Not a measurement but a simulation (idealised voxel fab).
The document below concerns the process module designated voxel ribs on slabs.
The cross-section shown here is cut; it is 150 nm wide and divided into square cells measuring 5 nm on a side.
Reading order for cross-sections: top band down to bottom band. Underlying form: a grid of square cells. Band size: one or more rows of cells. Each band's line starts with the height of the band's top and of its bottom, in nm. Then come its materials from left to right, each with its width in nm. One material with "everywhere" fills the band from edge to edge. "air" is empty space. Zero point of the height axis is 0; under it, received wafer = one material. Lowest band: continues down indefinitely, "0 -> down". With a width like "30->40", each row of cells in the band differs from the next by the same amount, the top row carrying the first number and the bottom row the second. "same as before" -> step changed no cross-section cell. If an empty space has no open way to the top and is at least 8 cells in size, "Sealed cavities" lists it, written width x height at distance, where distance is measured from the left edge and every value is in nm. That trailing text on a step's line, after the settings, is the simulator's own remark on the step. You can add "overlay nm" to a step's line. For a step with a mask, it describes how far the mask lay to the right of its planned position, and a negative number describes a lay to the left.

The planned process steps are enumerated hereunder
1. RECEIVE [material Si]
2. DIRECTIONAL_DEP [material SiO2] [thk nm 25]
3. DIRECTIONAL_DEP [material polySi] [thk nm 15]
4. DIRECTIONAL_DEP [material aC] [thk nm 15]
5. PATTERN [tone cover] [mask id RIB] [material resist] [width nm 20] [thk nm 30] [overlay nm 0]
6. DIRECTIONAL_ETCH [etch materials aC] [depth nm 15]
7. STRIP [etch materials resist]
8. DIRECTIONAL_ETCH [etch materials polySi] [depth nm 5]
9. STRIP [etch materials aC]
10. MASKED_ETCH [tone cover] [mask id SLAB] [width nm 70] [etch materials polySi] [depth nm 5] [overlay nm 0]
11. FILL_DEP [material SiO2] [thk nm 30]
12. CMP [height nm 60]
13. DIRECTIONAL_DEP [material TiN] [thk nm 10]
14. PATTERN [tone cover] [mask id HEATER] [material resist] [width nm 30] [thk nm 15] [overlay nm 0]
15. DIRECTIONAL_ETCH [etch materials TiN] [depth nm 10]
16. STRIP [etch materials resist]
17. CONFORMAL_DEP [material SiO2] [thk nm 10]
For this document, wafers share an identical start and vary in the step 10 depth nm; the plan quotes the first wafer's value.

Step 1 complete: as-received cross-section of the first of several wafers
0 -> down  Si everywhere
Sealed cavities: none

Module finished, last step 17 done: cross-section of the first of several wafers
80 -> 70  air: 50; SiO2: 50; air: 50
70 -> 60  SiO2: 60; TiN: 30; SiO2: 60
60 -> 40  SiO2 everywhere
40 -> 30  SiO2: 65->40; polySi: 20->70; SiO2: 65->40
30 -> 25  polySi everywhere
25 -> 0  SiO2 everywhere
0 -> down  Si everywhere
Sealed cavities: none

End of module, last wafer sectioned
80 -> 70  air: 50; SiO2: 50; air: 50
70 -> 60  SiO2: 60; TiN: 30; SiO2: 60
60 -> 40  SiO2 everywhere
40 -> 35  SiO2: 65; polySi: 20; SiO2: 65
35 -> 25  SiO2: 40; polySi: 70; SiO2: 40
25 -> 0  SiO2 everywhere
0 -> down  Si everywhere
Sealed cavities: none

Heads up, this table goes wafer by wafer. A row tells you, at the end of the module, how many cells of each material that wafer has put on (+) or dropped (-) since it was received, and then its closed voids
depth nm 5, +380 SiO2, +12 TiN, +48 polySi, Sealed cavities: none
depth nm 10, +396 SiO2, +12 TiN, +32 polySi, Sealed cavities: none
depth nm 15, +396 SiO2, +12 TiN, +32 polySi, Sealed cavities: none
depth nm 20, +396 SiO2, +12 TiN, +32 polySi, Sealed cavities: none
depth nm 25, +396 SiO2, +12 TiN, +32 polySi, Sealed cavities: none
